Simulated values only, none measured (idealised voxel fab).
Title: Process Module voxel local oxidation
Cross-sectional view cut (width: 240 nm; square cell size: 5 nm).
The cross-sections in this document take the form of a grid made of square cells. They are written out as bands, in order from top to bottom. Each band consists of one or more rows of cells.
Quick guide to a band line: top height, bottom height (nm) up front; then every material left to right with its width in nm. Only one material and it's marked "all across"? Then it fills the band edge to edge. And "empty" just means empty space.
Beneath 0, the wafer as received is one material, and that level is where height counting begins. The lowest band goes on downward without a bottom; it is written like "0 nm and below".
The two numbers in a width such as "30 to 40" mark its ends across the band: the first belongs to the top row of cells, the second to the bottom row, and from each row to the next the width moves by the same amount.
The designation "same as before", where it is given for a processing step, indicates that no cell of the cross-section was altered in the course of that step.
Entry "Closed void list" = empty spaces >= 8 cells with no open way to the top; each as width x height at distance, distance from left edge, all nm.
On each step's line, the part that comes after the settings is the simulator's own comment on the step.
The line of a step may include "overlay nm". On a step with a mask, this value is how far to the right of its planned place the mask lay. A negative value means the mask lay to the left.
[Steps planned for the process]
1) RECEIVE (material Si)
2) OXIDIZE (depth nm 5)
3) CONFORMAL_DEP (material SiN; thk nm 10)
4) DIRECTIONAL_DEP (material aC; thk nm 15)
5) PATTERN (tone cover; mask id ACTIVE; material resist; width nm 100; thk nm 35; overlay nm 0)
6) DIRECTIONAL_ETCH (etch materials aC; depth nm 15)
7) STRIP (etch materials resist)
8) DIRECTIONAL_ETCH (etch materials SiN; depth nm 10)
9) STRIP (etch materials aC)
10) SELECTIVE_ETCH (etch materials SiO2; depth nm 5)
11) OXIDIZE (depth nm 15)
12) STRIP (etch materials SiN)
[Concerning the first of two wafers, which was run in accordance with the plan]
[Wafer as received: cross-section following step 1]
> 0 nm and below = Si all across
> Closed void list: none
[Cross-section through the wafer, step 2 finished]
> 0 nm to -5 nm = SiO2 all across
> Everything under -5 stays put, no change at all.
[Cross-section through the wafer, step 3 finished]
> 10 nm to 0 nm = SiN all across
> Everything under 0 stays put, no change at all.
[Cross-section through the wafer, step 4 finished]
> 25 nm to 10 nm = aC all across
> Everything under 10 stays put, no change at all.
[Cross-section through the wafer, step 5 finished]
> 60 nm to 25 nm = 70 of empty, then 100 of resist, then 70 of empty
> Everything under 25 stays put, no change at all.
[Cross-section through the wafer, step 6 finished]
> 45 nm to 25 nm = 70 of empty, then 100 of resist, then 70 of empty
> 25 nm to 10 nm = 70 of empty, then 100 of aC, then 70 of empty
> Everything under 10 stays put, no change at all.
[Cross-section through the wafer, step 7 finished]
> 25 nm to 10 nm = 70 of empty, then 100 of aC, then 70 of empty
> Everything under 10 stays put, no change at all.
[Cross-section through the wafer, step 8 finished]
> 25 nm to 10 nm = 70 of empty, then 100 of aC, then 70 of empty
> 10 nm to 0 nm = 70 of empty, then 100 of SiN, then 70 of empty
> Everything under 0 stays put, no change at all.
[Cross-section through the wafer, step 9 finished]
> 10 nm to 0 nm = 70 of empty, then 100 of SiN, then 70 of empty
> Everything under 0 stays put, no change at all.
[Cross-section through the wafer, step 10 finished]
> 10 nm to 0 nm = 70 of empty, then 100 of SiN, then 70 of empty
> 0 nm to -5 nm = 75 of empty, then 90 of SiO2, then 75 of empty
> Everything under -5 stays put, no change at all.
[Cross-section through the wafer, step 11 finished]
> 10 nm to 0 nm = 70 of empty, then 100 of SiN, then 70 of empty
> 0 nm to -5 nm = 75 of empty, then 90 of SiO2, then 75 of empty
> -5 nm to -20 nm = 90 of SiO2, then 60 of Si, then 90 of SiO2
> Everything under -20 stays put, no change at all.
[Cross-section through the wafer, step 12 finished]
> 0 nm to -5 nm = 75 of empty, then 90 of SiO2, then 75 of empty
> Everything under -5 stays put, no change at all.
[Second Wafer (Identical Start and Plan, One Processing Error; Matches First Wafer Through Step 3)]
[Cross-sectional representation of the second wafer at the time designated in the plan for the completion of step 4]
> 25 nm to 10 nm = SiO2 all across
> Everything under 10 stays put, no change at all.
[Cross-sectional representation of the second wafer at the time designated in the plan for the completion of step 5]
> 60 nm to 25 nm = 70 of empty, then 100 of resist, then 70 of empty
> Everything under 25 stays put, no change at all.
[Cross-sectional representation of the second wafer at the time designated in the plan for the completion of step 6]
> 45 nm to 25 nm = 70 of empty, then 100 of resist, then 70 of empty
> Everything under 25 stays put, no change at all.
[Cross-sectional representation of the second wafer at the time designated in the plan for the completion of step 7]
> 25 nm to 10 nm = SiO2 all across
> Everything under 10 stays put, no change at all.
Cross-sectional representation of the second wafer at the time designated in the plan for the completion of step 8: same as before
Cross-sectional representation of the second wafer at the time designated in the plan for the completion of step 9: same as before
[Cross-sectional representation of the second wafer at the time designated in the plan for the completion of step 10]
> 20 nm to 10 nm = SiO2 all across
> Everything under 10 stays put, no change at all.
Cross-sectional representation of the second wafer at the time designated in the plan for the completion of step 11: same as before
Cross-sectional representation of the second wafer at the time designated in the plan for the completion of step 12: same as before
What broke from the plan during processing? step 4, actual vs plan mismatch, actual run DIRECTIONAL_DEP (material SiO2; thk nm 15)
Wafer comparison, final, in cells, second relative to first, materials more or fewer: 108 more of Si, 96 more of SiN, 18 more of SiO2
